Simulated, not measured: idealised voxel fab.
Name of the process module below: voxel double patterning
The width of the displayed cross-section, cut, is 195 nm; its cells are square, with a size of 5 nm.
The cross-sections in this document take the form of a grid made of square cells. They are written out as bands, in order from top to bottom. Each band consists of one or more rows of cells. Basically the band line says how high the top is and how high the bottom is, in nm, and then what's in it from left to right, every material with its width in nm. Empty space shows up as "air", and if a single material carries "everywhere" it runs the full band edge to edge. Zero point of the height axis is 0; under it, received wafer = one material. Lowest band: continues down indefinitely, "top 0, no bottom". When a width is written as two numbers, as in "30 to 40", the first number is the width in the top row of cells of the band and the second is the width in its bottom row, and the width changes by the same amount from each row to the next. Given "nothing different" for a step, no cell of the cross-section differs between before and after that step. For the entry "Voids, sealed", the listed items are empty spaces with no open way to the top whose size is 8 cells or more; each item follows the pattern width x height at distance, where distance is from the left edge and all three are in nm. after a step's settings: what the simulator itself notes on the step. If you see "overlay nm" on a step's line and that step has a mask, it's telling you how far right of where it was planned the mask ended up; a negative number means it went left instead.
Process steps foreseen in the plan:
1,RECEIVE,material Si
2,CONFORMAL_DEP,material SiN,thk nm 5
3,DIRECTIONAL_DEP,material SiO2,thk nm 15
4,DIRECTIONAL_DEP,material SiCN,thk nm 5
5,MASKED_ETCH,tone open,mask id FIRST,width nm 15,pitch nm 50,etch materials SiCN,depth nm 5,overlay nm 0
6,PATTERN,tone open,mask id SECOND,material resist,width nm 15,pitch nm 50,thk nm 15,overlay nm 0
7,DIRECTIONAL_ETCH,etch materials SiCN,depth nm 5
8,STRIP,etch materials resist
9,DIRECTIONAL_ETCH,etch materials SiO2,depth nm 15
10,STRIP,etch materials SiCN
Delivered wafer in cross-section: state after step 1:
* top 0, no bottom  Si everywhere
* Voids, sealed: none
Wafer at module end, in section. Began as above, planned as above, run with one mistake:
* top 20, bottom 15  SiN everywhere
* top 15, bottom 0  SiO2 everywhere
* top 0, no bottom  Si everywhere
* Voids, sealed: none
The plan and the run diverged here: step 3 occupied the plan position of step 2, and the converse holds as well
